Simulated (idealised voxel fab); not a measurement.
process module | voxel spacer lines
cross-section cut | 270 nm wide | cells 5 nm
A cross-section is a grid of square cells, given in bands from the top down. A band is one or more rows of cells.
Each band's line starts with the height of the band's top and of its bottom, in nm. Then come its materials from left to right, each with its width in nm. One material with "throughout" fills the band from edge to edge. "air" is empty space.
Height 0 is the level under which the wafer as received is all one material. The lowest band goes on downwards, as in "0 down".
A width such as "30 to 40" changes by the same amount from each row of cells to the next, from the band's top row to its bottom row.
"no change" after a step means that no cell of the cross-section changed.
closed voids: empty space of 8 cells or more with no open way to the top, each as width x height at its distance from the left edge, in nm
after a step's settings: what the simulator itself notes on the step
overlay nm, on a step with a mask: how far to the right of its planned place the mask lay; to the left if negative
plan
1 op RECEIVE | material Si
2 op CONFORMAL_DEP | material Al2O3 | thk nm 10
3 op DIRECTIONAL_DEP | material polySi | thk nm 20
4 op DIRECTIONAL_DEP | material aC | thk nm 25
5 op PATTERN | tone cover | mask id MANDREL | material resist | width nm 25 | pitch nm 80 | thk nm 35 | overlay nm 0
6 op DIRECTIONAL_ETCH | etch materials aC | depth nm 25
7 op STRIP | etch materials resist
8 op CONFORMAL_DEP | material SiN | thk nm 15
9 op DIRECTIONAL_ETCH | etch materials SiN | depth nm 15
10 op STRIP | etch materials aC
11 op DIRECTIONAL_ETCH | etch materials polySi | depth nm 20
12 op STRIP | etch materials SiN
as received, after step 1
  0 down: Si throughout
  closed voids: none
a wafer at the end: this start, this plan, one mistake
  35 to 15: air 65 | polySi 15 | air 25 | polySi 15 | air 25 | polySi 15 | air 25 | polySi 15 | air 70
  15 to 10: polySi throughout
  10 to 0: Al2O3 throughout
  0 down: Si throughout
  closed voids: none
what went wrong: step 3 ran as: op DIRECTIONAL_DEP | material polySi | thk nm 25
